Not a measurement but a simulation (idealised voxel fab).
The following process module bears the name voxel wiring stack.
Xsec cut, 210 nm wide, square cell size 5 nm.
In what follows, cross-sections appear as grids of square cells, described through bands that run from the top down, where every band is one or more rows of cells.
Heads up on the band format: heights come first, top then bottom, in nm. After that it's the materials left to right, each with its width in nm. A single material flagged "everywhere" fills the whole band edge to edge, and "empty" means there's empty space there.
Note: height 0 marks the level under which the wafer is uniformly one material as received. Lowest band unbounded below, written "z 0 and below".
You'd read "30->40" like this: the band's top row of cells is as wide as the first number, its bottom row is as wide as the second, and going down, every row changes width by the same amount as the row before did.
Reading "nothing got changed" for a step: not a cell of the cross-section changed in it.
Heads up: "Sealed-off cavities" only lists the empty pockets with no open path to the top that are 8 cells or more, and it writes them as width x height at distance, distance from the left edge, in nm.
On a step's line, text after the settings is the simulator commenting on that step.
overlay nm: step with mask; distance mask lay right of planned place; negative value = left of planned place.

### Process steps foreseen in the plan
- 1: op RECEIVE | material Si
- 2: op CONFORMAL_DEP | material SiO2 | thk nm 15
- 3: op DIRECTIONAL_DEP | material TiN | thk nm 5
- 4: op DIRECTIONAL_DEP | material Ru | thk nm 20
- 5: op MASKED_ETCH | tone cover | mask id METAL_1 | width nm 30 | pitch nm 60 | etch materials Ru | depth nm 20 | overlay nm 0
- 6: op MASKED_ETCH | tone cover | mask id METAL_1 | width nm 30 | pitch nm 60 | etch materials TiN | depth nm 5 | overlay nm 0
- 7: op CONFORMAL_DEP | material SiCN | thk nm 5
- 8: op FILL_DEP | material SiO2 | thk nm 5
- 9: op CMP | height nm 40
- 10: op CONFORMAL_DEP | material SiCN | thk nm 5
- 11: op DIRECTIONAL_DEP | material SiO2 | thk nm 10
- 12: op MASKED_ETCH | tone open | mask id PLUG_1 | width nm 15 | etch materials SiO2 | depth nm 10 | overlay nm 0
- 13: op MASKED_ETCH | tone open | mask id PLUG_1 | width nm 15 | etch materials SiCN | depth nm 5 | overlay nm 0
- 14: op EPI | material Ru | thk nm 10
- 15: op EPI | material Ru | thk nm 5
- 16: op CONFORMAL_DEP | material SiN | thk nm 5
- 17: op DIRECTIONAL_DEP | material lowk | thk nm 20
- 18: op MASKED_ETCH | tone open | mask id METAL_2 | width nm 30 | pitch nm 60 | etch materials lowk | depth nm 20 | overlay nm 0
- 19: op MASKED_ETCH | tone open | mask id METAL_2 | width nm 30 | pitch nm 60 | etch materials SiN | depth nm 5 | overlay nm 0
- 20: op CONFORMAL_DEP | material TiN | thk nm 5
- 21: op FILL_DEP | material Cu | thk nm 10
- 22: op CMP | height nm 80
- 23: op EPI | material Ru | thk nm 5
- 24: op FILL_DEP | material SiCN | thk nm 5

### So, the first of our two wafers, run just as we planned it

### So this is the incoming wafer in cross-section - it's already been through step 1
> z 0 and below | Si everywhere
> Sealed-off cavities: none

### Cross-section of the wafer after step 2
> z 15 to 0 | SiO2 everywhere
> Below 0, no change.

### Cross-section of the wafer after step 3
> z 20 to 15 | TiN everywhere
> Below 15, no change.

### Cross-section of the wafer after step 4
> z 40 to 20 | Ru everywhere
> Below 20, no change.

### Cross-section of the wafer after step 5
> z 40 to 20 | 60 of empty  30 of Ru  30 of empty  30 of Ru  60 of empty
> Below 20, no change.

### Cross-section of the wafer after step 6
> z 40 to 20 | 60 of empty  30 of Ru  30 of empty  30 of Ru  60 of empty
> z 20 to 15 | 60 of empty  30 of TiN  30 of empty  30 of TiN  60 of empty
> Below 15, no change.

### Cross-section of the wafer after step 7
> z 45 to 40 | 55 of empty  40 of SiCN  20 of empty  40 of SiCN  55 of empty
> z 40 to 20 | 55 of empty  5 of SiCN  30 of Ru  5 of SiCN  20 of empty  5 of SiCN  30 of Ru  5 of SiCN  55 of empty
> z 20 to 15 | 60 of SiCN  30 of TiN  30 of SiCN  30 of TiN  60 of SiCN
> Below 15, no change.

### Cross-section of the wafer after step 8
> z 50 to 45 | SiO2 everywhere
> z 45 to 40 | 55 of SiO2  40 of SiCN  20 of SiO2  40 of SiCN  55 of SiO2
> z 40 to 20 | 55 of SiO2  5 of SiCN  30 of Ru  5 of SiCN  20 of SiO2  5 of SiCN  30 of Ru  5 of SiCN  55 of SiO2
> Below 20, no change.

### Cross-section of the wafer after step 9
> z 40 to 20 | 55 of SiO2  5 of SiCN  30 of Ru  5 of SiCN  20 of SiO2  5 of SiCN  30 of Ru  5 of SiCN  55 of SiO2
> Below 20, no change.

### Cross-section of the wafer after step 10
> z 45 to 40 | SiCN everywhere
> Below 40, no change.

### Cross-section of the wafer after step 11
> z 55 to 45 | SiO2 everywhere
> Below 45, no change.

### Cross-section of the wafer after step 12
> z 55 to 45 | 60 of SiO2  15 of empty  135 of SiO2
> Below 45, no change.

### Cross-section of the wafer after step 13
> z 55 to 45 | 60 of SiO2  15 of empty  135 of SiO2
> z 45 to 40 | 60 of SiCN  15 of empty  135 of SiCN
> Below 40, no change.

### Cross-section of the wafer after step 14
> z 55 to 50 | 60 of SiO2  15 of empty  135 of SiO2
> z 50 to 45 | 60 of SiO2  15 of Ru  135 of SiO2
> z 45 to 40 | 60 of SiCN  15 of Ru  135 of SiCN
> Below 40, no change.

### Cross-section of the wafer after step 15
> z 55 to 45 | 60 of SiO2  15 of Ru  135 of SiO2
> Below 45, no change.

### Cross-section of the wafer after step 16
> z 60 to 55 | SiN everywhere
> Below 55, no change.

### Cross-section of the wafer after step 17
> z 80 to 60 | lowk everywhere
> Below 60, no change.

### Cross-section of the wafer after step 18
> z 80 to 60 | 60 of lowk  30 of empty  30 of lowk  30 of empty  60 of lowk
> Below 60, no change.

### Cross-section of the wafer after step 19
> z 80 to 60 | 60 of lowk  30 of empty  30 of lowk  30 of empty  60 of lowk
> z 60 to 55 | 60 of SiN  30 of empty  30 of SiN  30 of empty  60 of SiN
> Below 55, no change.

### Cross-section of the wafer after step 20
> z 85 to 80 | 65 of TiN  20 of empty  40 of TiN  20 of empty  65 of TiN
> z 80 to 60 | 60 of lowk  5 of TiN  20 of empty  5 of TiN  30 of lowk  5 of TiN  20 of empty  5 of TiN  60 of lowk
> z 60 to 55 | 60 of SiN  30 of TiN  30 of SiN  30 of TiN  60 of SiN
> Below 55, no change.

### Cross-section of the wafer after step 21
> z 95 to 85 | Cu everywhere
> z 85 to 80 | 65 of TiN  20 of Cu  40 of TiN  20 of Cu  65 of TiN
> z 80 to 60 | 60 of lowk  5 of TiN  20 of Cu  5 of TiN  30 of lowk  5 of TiN  20 of Cu  5 of TiN  60 of lowk
> Below 60, no change.

### Cross-section of the wafer after step 22
> z 80 to 60 | 60 of lowk  5 of TiN  20 of Cu  5 of TiN  30 of lowk  5 of TiN  20 of Cu  5 of TiN  60 of lowk
> Below 60, no change.

### Cross-section of the wafer after step 23
> z 85 to 80 | 55 of empty  40 of Ru  20 of empty  40 of Ru  55 of empty
> Below 80, no change.

### Cross-section of the wafer after step 24
> z 90 to 85 | SiCN everywhere
> z 85 to 80 | 55 of SiCN  40 of Ru  20 of SiCN  40 of Ru  55 of SiCN
> Below 80, no change.

### The second wafer was prepared from the same starting point and under the same plan as the first; its processing contained one mistake, and it remains indistinguishable from the first wafer up to and including step 2

### Cross-section of the second wafer when, according to plan, step 3 should have finished
> z 35 to 15 | Ru everywhere
> Below 15, no change.

### Cross-section of the second wafer when, according to plan, step 4 should have finished
> z 40 to 35 | TiN everywhere
> Below 35, no change.

Cross-section of the second wafer when, according to plan, step 5 should have finished: nothing got changed

### Cross-section of the second wafer when, according to plan, step 6 should have finished
> z 40 to 35 | 60 of empty  30 of TiN  30 of empty  30 of TiN  60 of empty
> Below 35, no change.

### Cross-section of the second wafer when, according to plan, step 7 should have finished
> z 45 to 40 | 55 of empty  40 of SiCN  20 of empty  40 of SiCN  55 of empty
> z 40 to 35 | 60 of SiCN  30 of TiN  30 of SiCN  30 of TiN  60 of SiCN
> Below 35, no change.

### Cross-section of the second wafer when, according to plan, step 8 should have finished
> z 50 to 45 | SiO2 everywhere
> z 45 to 40 | 55 of SiO2  40 of SiCN  20 of SiO2  40 of SiCN  55 of SiO2
> Below 40, no change.

### Cross-section of the second wafer when, according to plan, step 9 should have finished
> z 40 to 35 | 60 of SiCN  30 of TiN  30 of SiCN  30 of TiN  60 of SiCN
> Below 35, no change.

### Cross-section of the second wafer when, according to plan, step 10 should have finished
> z 45 to 40 | SiCN everywhere
> Below 40, no change.

### Cross-section of the second wafer when, according to plan, step 11 should have finished
> z 55 to 45 | SiO2 everywhere
> Below 45, no change.

### Cross-section of the second wafer when, according to plan, step 12 should have finished
> z 55 to 45 | 60 of SiO2  15 of empty  135 of SiO2
> Below 45, no change.

### Cross-section of the second wafer when, according to plan, step 13 should have finished
> z 55 to 45 | 60 of SiO2  15 of empty  135 of SiO2
> z 45 to 40 | 60 of SiCN  15 of empty  135 of SiCN
> Below 40, no change.

### Cross-section of the second wafer when, according to plan, step 14 should have finished
> z 55 to 50 | 60 of SiO2  15 of empty  135 of SiO2
> z 50 to 45 | 60 of SiO2  15 of Ru  135 of SiO2
> z 45 to 40 | 60 of SiCN  15 of Ru  135 of SiCN
> Below 40, no change.

### Cross-section of the second wafer when, according to plan, step 15 should have finished
> z 55 to 45 | 60 of SiO2  15 of Ru  135 of SiO2
> Below 45, no change.

### Cross-section of the second wafer when, according to plan, step 16 should have finished
> z 60 to 55 | SiN everywhere
> Below 55, no change.

### Cross-section of the second wafer when, according to plan, step 17 should have finished
> z 80 to 60 | lowk everywhere
> Below 60, no change.

### Cross-section of the second wafer when, according to plan, step 18 should have finished
> z 80 to 60 | 60 of lowk  30 of empty  30 of lowk  30 of empty  60 of lowk
> Below 60, no change.

### Cross-section of the second wafer when, according to plan, step 19 should have finished
> z 80 to 60 | 60 of lowk  30 of empty  30 of lowk  30 of empty  60 of lowk
> z 60 to 55 | 60 of SiN  30 of empty  30 of SiN  30 of empty  60 of SiN
> Below 55, no change.

### Cross-section of the second wafer when, according to plan, step 20 should have finished
> z 85 to 80 | 65 of TiN  20 of empty  40 of TiN  20 of empty  65 of TiN
> z 80 to 60 | 60 of lowk  5 of TiN  20 of empty  5 of TiN  30 of lowk  5 of TiN  20 of empty  5 of TiN  60 of lowk
> z 60 to 55 | 60 of SiN  30 of TiN  30 of SiN  30 of TiN  60 of SiN
> Below 55, no change.

### Cross-section of the second wafer when, according to plan, step 21 should have finished
> z 95 to 85 | Cu everywhere
> z 85 to 80 | 65 of TiN  20 of Cu  40 of TiN  20 of Cu  65 of TiN
> z 80 to 60 | 60 of lowk  5 of TiN  20 of Cu  5 of TiN  30 of lowk  5 of TiN  20 of Cu  5 of TiN  60 of lowk
> Below 60, no change.

### Cross-section of the second wafer when, according to plan, step 22 should have finished
> z 80 to 60 | 60 of lowk  5 of TiN  20 of Cu  5 of TiN  30 of lowk  5 of TiN  20 of Cu  5 of TiN  60 of lowk
> Below 60, no change.

### Cross-section of the second wafer when, according to plan, step 23 should have finished
> z 85 to 80 | 55 of empty  40 of Ru  20 of empty  40 of Ru  55 of empty
> Below 80, no change.

### Cross-section of the second wafer when, according to plan, step 24 should have finished
> z 90 to 85 | SiCN everywhere
> z 85 to 80 | 55 of SiCN  40 of Ru  20 of SiCN  40 of Ru  55 of SiCN
> Below 80, no change.
The mistake made against the process plan was this: plan vs actual: 3 and 4 interchanged
The second wafer ends with more or fewer cells of some materials than the first, per final count: Ru +120 | SiCN -16 | SiO2 -104
